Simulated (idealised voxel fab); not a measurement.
process module | voxel released beams
cross-section cut | 155 nm wide | cells 5 nm
A cross-section is a grid of square cells, given in bands from the top down. A band is one or more rows of cells.
Each band's line starts with the height of the band's top and of its bottom, in nm. Then come its materials from left to right, each with its width in nm. One material with "throughout" fills the band from edge to edge. "air" is empty space.
Height 0 is the level under which the wafer as received is all one material. The lowest band goes on downwards, as in "0 down".
A width such as "30 to 40" changes by the same amount from each row of cells to the next, from the band's top row to its bottom row.
"no change" after a step means that no cell of the cross-section changed.
closed voids: empty space of 8 cells or more with no open way to the top, each as width x height at its distance from the left edge, in nm
after a step's settings: what the simulator itself notes on the step
overlay nm, on a step with a mask: how far to the right of its planned place the mask lay; to the left if negative
plan
1 op RECEIVE | material Si
2 op CONFORMAL_DEP | material Al2O3 | thk nm 10
3 op DIRECTIONAL_DEP | material SiO2 | thk nm 10
4 op DIRECTIONAL_DEP | material aC | thk nm 15
5 op PATTERN | tone open | mask id ANCHOR | material resist | width nm 40 | thk nm 35 | overlay nm 0
6 op DIRECTIONAL_ETCH | etch materials aC | depth nm 15
7 op STRIP | etch materials resist
8 op DIRECTIONAL_ETCH | etch materials SiO2 | depth nm 10
9 op STRIP | etch materials aC
10 op CONFORMAL_DEP | material SiN | thk nm 15
11 op MASKED_ETCH | tone cover | mask id BEAM | width nm 90 | etch materials SiN | depth nm 15 | overlay nm 0
12 op STRIP | etch materials SiO2
as received, after step 1
  0 down: Si throughout
  closed voids: none
first wafer at the end, as planned
  35 to 25: air 30 | SiN 20 | air 10 | SiN 60 | air 35
  25 to 20: air 30 | SiN 90 | air 35
  20 to 10: air 35 | SiN 40 | air 80
  10 to 0: Al2O3 throughout
  0 down: Si throughout
  closed voids: none
second wafer at the end: like start, like plan, one mistake
  35 to 25: air 30 | SiN 60 | air 65
  25 to 20: air 30 | SiN 90 | air 35
  20 to 10: air 20 | SiN 15 | SiO2 40 | SiN 45 | air 35
  10 to 0: Al2O3 throughout
  0 down: Si throughout
  closed voids: none
what went wrong: step 5 ran as: op PATTERN | tone cover | mask id ANCHOR | material resist | width nm 40 | thk nm 35 | overlay nm 0
at the end the second wafer has, in cells: 16 more of SiO2
